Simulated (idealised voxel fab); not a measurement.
The process module that follows is named voxel transistor to metal.
Cross-section cut spans 170 nm and uses square cells 5 nm in size.
A cross-section is a grid of square cells, given in bands from the top down. A band is one or more rows of cells. Heights first: top, then bottom, in nm. Then materials, left to right, each with a width in nm. "edge to edge" on a single material: fills the band edge to edge. "empty": empty space. Where do heights start? At 0: under that level the wafer as delivered is made of one material only. And the lowest band has no floor; it just carries on downward, as in "0 -> down". The width entry "30->40" should be interpreted row by row: the top row of cells in the band takes the first number, the bottom row takes the second number, and the change between adjacent rows is uniform throughout. No cell of the cross-section changed in a step that is given as "left unchanged". The list in "Enclosed internal cavities" covers empty spaces of 8 cells or more that cannot reach the top through any open way, and it gives each as width x height at distance; the distance is from the left edge, and width, height and distance are in nm. Text after the settings on a step's line: the simulator's own remark on that step. Regarding "overlay nm": on a step with a mask, it is the distance the mask lay to the right of its planned place; a negative value places it to the left.

PLANNED PROCESS STEPS
1) op RECEIVE | material Si
2) op CONFORMAL_DEP | material SiO2 | thk nm 5
3) op CONFORMAL_DEP | material SiN | thk nm 15
4) op MASKED_ETCH | tone cover | mask id ACTIVE | width nm 95 | etch materials SiN | depth nm 15 | overlay nm 0
5) op MASKED_ETCH | tone cover | mask id ACTIVE | width nm 95 | etch materials SiO2 | depth nm 5 | overlay nm 0
6) op MASKED_ETCH | tone cover | mask id ACTIVE | width nm 95 | etch materials Si | depth nm 20 | overlay nm 0
7) op OXIDIZE | depth nm 5
8) op FILL_DEP | material SiO2 | thk nm 15
9) op CMP | height nm 20
10) op SELECTIVE_ETCH | etch materials SiO2 | depth nm 10
11) op STRIP | etch materials SiN
12) op SELECTIVE_ETCH | etch materials SiO2 | depth nm 5
13) op OXIDIZE | depth nm 5
14) op DIRECTIONAL_DEP | material polySi | thk nm 30
15) op DIRECTIONAL_DEP | material SiCN | thk nm 10
16) op PATTERN | tone cover | mask id GATE | material resist | width nm 15 | thk nm 20 | overlay nm 0
17) op DIRECTIONAL_ETCH | etch materials SiCN | depth nm 20
18) op DIRECTIONAL_ETCH | etch materials polySi | depth nm 40
19) op STRIP | etch materials resist
20) op CONFORMAL_DEP | material SiN | thk nm 10
21) op DIRECTIONAL_ETCH | etch materials SiN | depth nm 10
22) op DIRECTIONAL_ETCH | etch materials SiO2 | depth nm 5
23) op DIRECTIONAL_ETCH | etch materials Si | depth nm 5
24) op EPI | material pSi | thk nm 10
25) op FILL_DEP | material SiO2 | thk nm 5
26) op CMP | height nm 40
27) op DIRECTIONAL_DEP | material SiO2 | thk nm 15
28) op MASKED_ETCH | tone open | mask id CONTACT | width nm 15 | pitch nm 60 | etch materials SiO2 | depth nm 55 | overlay nm 0
29) op CONFORMAL_DEP | material TiN | thk nm 5
30) op FILL_DEP | material Ru | thk nm 10
31) op CMP | height nm 55
32) op CONFORMAL_DEP | material SiN | thk nm 5
33) op DIRECTIONAL_DEP | material SiO2 | thk nm 25
34) op PATTERN | tone open | mask id METAL_1 | material resist | width nm 15 | pitch nm 60 | thk nm 15 | overlay nm 0
35) op DIRECTIONAL_ETCH | etch materials SiO2 | depth nm 25
36) op DIRECTIONAL_ETCH | etch materials SiN | depth nm 5
37) op STRIP | etch materials resist
38) op CONFORMAL_DEP | material TiN | thk nm 5
39) op FILL_DEP | material Cu | thk nm 5
40) op CMP | height nm 85
41) op CONFORMAL_DEP | material SiCN | thk nm 5

CROSS-SECTION OF THE WAFER UPON ARRIVAL, REPRESENTING THE STATE REACHED AFTER STEP 1
> 0 -> down | Si edge to edge
> Enclosed internal cavities: none

END-OF-MODULE CROSS-SECTION OF THE FIRST OF TWO WAFERS, PROCESSED AS PLANNED
> 90 -> 85 | SiCN edge to edge
> 85 -> 60 | 45 nm SiO2, then 5 nm TiN, then 5 nm Cu, then 5 nm TiN, then 45 nm SiO2, then 5 nm TiN, then 5 nm Cu, then 5 nm TiN, then 50 nm SiO2
> 60 -> 55 | 45 nm SiN, then 15 nm TiN, then 45 nm SiN, then 15 nm TiN, then 50 nm SiN
> 55 -> 40 | 45 nm SiO2, then 5 nm TiN, then 5 nm Ru, then 5 nm TiN, then 45 nm SiO2, then 5 nm TiN, then 5 nm Ru, then 5 nm TiN, then 50 nm SiO2
> 40 -> 30 | 45 nm SiO2, then 5 nm TiN, then 5 nm Ru, then 5 nm TiN, then 5 nm SiO2, then 10 nm SiN, then 15 nm SiCN, then 10 nm SiN, then 5 nm SiO2, then 5 nm TiN, then 5 nm Ru, then 5 nm TiN, then 50 nm SiO2
> 30 -> 10 | 45 nm SiO2, then 5 nm TiN, then 5 nm Ru, then 5 nm TiN, then 5 nm SiO2, then 10 nm SiN, then 15 nm polySi, then 10 nm SiN, then 5 nm SiO2, then 5 nm TiN, then 5 nm Ru, then 5 nm TiN, then 50 nm SiO2
> 10 -> 5 | 45 nm SiO2, then 15 nm TiN, then 5 nm SiO2, then 10 nm SiN, then 15 nm polySi, then 10 nm SiN, then 5 nm SiO2, then 15 nm TiN, then 50 nm SiO2
> 5 -> 0 | 30 nm SiO2, then 10 nm SiN, then 5 nm SiO2, then 10 nm TiN, then 10 nm pSi, then 10 nm SiN, then 15 nm polySi, then 10 nm SiN, then 10 nm pSi, then 10 nm TiN, then 5 nm SiO2, then 10 nm SiN, then 35 nm SiO2
> 0 -> -5 | 40 nm SiO2, then 25 nm pSi, then 35 nm SiO2, then 25 nm pSi, then 45 nm SiO2
> -5 -> -10 | 40 nm SiO2, then 25 nm pSi, then 35 nm Si, then 25 nm pSi, then 45 nm SiO2
> -10 -> -25 | 40 nm SiO2, then 85 nm Si, then 45 nm SiO2
> -25 -> down | Si edge to edge
> Enclosed internal cavities: none

END OF MODULE, SECOND WAFER, CROSS-SECTION. STARTED LIKE THE FIRST, PLANNED LIKE THE FIRST, RUN WITH ONE MISTAKE
> 90 -> 85 | SiCN edge to edge
> 85 -> 60 | 45 nm SiO2, then 5 nm TiN, then 5 nm Cu, then 5 nm TiN, then 45 nm SiO2, then 5 nm TiN, then 5 nm Cu, then 5 nm TiN, then 50 nm SiO2
> 60 -> 55 | 45 nm SiN, then 15 nm TiN, then 45 nm SiN, then 15 nm TiN, then 50 nm SiN
> 55 -> 40 | 40 nm SiO2, then 5 nm TiN, then 15 nm Ru, then 5 nm TiN, then 35 nm SiO2, then 5 nm TiN, then 15 nm Ru, then 5 nm TiN, then 45 nm SiO2
> 40 -> 30 | 40 nm SiO2, then 5 nm TiN, then 15 nm Ru, then 5 nm TiN, then 10 nm SiN, then 15 nm SiCN, then 10 nm SiN, then 5 nm TiN, then 15 nm Ru, then 5 nm TiN, then 45 nm SiO2
> 30 -> 10 | 40 nm SiO2, then 5 nm TiN, then 15 nm Ru, then 5 nm TiN, then 10 nm SiN, then 15 nm polySi, then 10 nm SiN, then 5 nm TiN, then 15 nm Ru, then 5 nm TiN, then 45 nm SiO2
> 10 -> 5 | 40 nm SiO2, then 5 nm TiN, then 5 nm Ru, then 15 nm TiN, then 10 nm SiN, then 15 nm polySi, then 10 nm SiN, then 15 nm TiN, then 5 nm Ru, then 5 nm TiN, then 45 nm SiO2
> 5 -> 0 | 30 nm SiO2, then 10 nm SiN, then 15 nm TiN, then 10 nm pSi, then 10 nm SiN, then 15 nm polySi, then 10 nm SiN, then 10 nm pSi, then 15 nm TiN, then 10 nm SiN, then 35 nm SiO2
> 0 -> -5 | 40 nm SiO2, then 25 nm pSi, then 35 nm SiO2, then 25 nm pSi, then 45 nm SiO2
> -5 -> -10 | 40 nm SiO2, then 25 nm pSi, then 35 nm Si, then 25 nm pSi, then 45 nm SiO2
> -10 -> -25 | 40 nm SiO2, then 85 nm Si, then 45 nm SiO2
> -25 -> down | Si edge to edge
> Enclosed internal cavities: none
Processing error: planned and actual differ for step 28; actual: op MASKED_ETCH | tone open | mask id CONTACT | width nm 25 | pitch nm 60 | etch materials SiO2 | depth nm 55 | overlay nm 0
Final tally in cells, some materials are higher or lower on the second wafer than on the first: Ru: 38 more; SiO2: 42 fewer; TiN: 4 more
